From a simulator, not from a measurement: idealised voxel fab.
Herein follows the process module entitled voxel ribs on slabs.
Each square cell in cross-section cut measures 5 nm, and the section as a whole is 150 nm wide.
Heads up, the way a cross-section reads in here is a grid of square cells, handed over as bands from the top down, with every band being one or more rows of cells.
First you get the band's top height and its bottom height, in nm, and then the materials it's made of, left to right, with each width in nm. If you see a single material with "throughout", that one covers the band edge to edge. "air" is empty space.
Measure heights from 0. That's the level where, below it, the as-received wafer is all one material. The lowest band is bottomless and extends downward; write it as in "0 down".
A width given as "30->40" starts at the first number in the band's top row and ends at the second number in its bottom row, shifting by an equal amount at every step from row to row.
"everything unchanged" (step): cross-section cells unchanged, all of them.
The label "Cavities, closed" introduces a list of the empty spaces, 8 cells or larger, that have no open way up to the top; each entry in it reads width x height at distance, where the distance is taken from the left edge and all three are stated in nm.
Anything after a step's settings on that line? It's the simulator's own note about the step.
Regarding "overlay nm": on a step with a mask, it is the distance the mask lay to the right of its planned place; a negative value places it to the left.
## Planned step list for the process
1: RECEIVE: material Si
2: DIRECTIONAL_DEP: material SiO2, thk nm 20
3: DIRECTIONAL_DEP: material polySi, thk nm 25
4: MASKED_ETCH: tone cover, mask id RIB, width nm 15, etch materials polySi, depth nm 15, overlay nm 0
5: DIRECTIONAL_DEP: material aC, thk nm 15
6: PATTERN: tone cover, mask id SLAB, material resist, width nm 50, thk nm 30, overlay nm 0
7: DIRECTIONAL_ETCH: etch materials aC, depth nm 15
8: STRIP: etch materials resist
9: DIRECTIONAL_ETCH: etch materials polySi, depth nm 10
10: STRIP: etch materials aC
11: FILL_DEP: material SiO2, thk nm 15
12: CMP: height nm 55
13: DIRECTIONAL_DEP: material W, thk nm 5
14: DIRECTIONAL_DEP: material aC, thk nm 15
15: PATTERN: tone cover, mask id HEATER, material resist, width nm 30, thk nm 30, overlay nm 0
16: DIRECTIONAL_ETCH: etch materials aC, depth nm 15
17: STRIP: etch materials resist
18: DIRECTIONAL_ETCH: etch materials W, depth nm 5
19: STRIP: etch materials aC
20: CONFORMAL_DEP: material SiO2, thk nm 10
Where the wafers of this document differ is in the width nm of step 4; they start out the same, and the plan states the value that applied to the first wafer.
## As received, i.e. after step 1: cross-section through the first of several wafers
    0 down | Si throughout
    Cavities, closed: none
## each wafer at the end: cells of each material gained (+) or lost (-) since it was received, then its closed voids
width nm 15, +365 SiO2, +6 W, +29 polySi, Cavities, closed: none
width nm 20, +362 SiO2, +6 W, +32 polySi, Cavities, closed: none
width nm 25, +359 SiO2, +6 W, +35 polySi, Cavities, closed: none
width nm 30, +356 SiO2, +6 W, +38 polySi, Cavities, closed: none
width nm 35, +353 SiO2, +6 W, +41 polySi, Cavities, closed: none
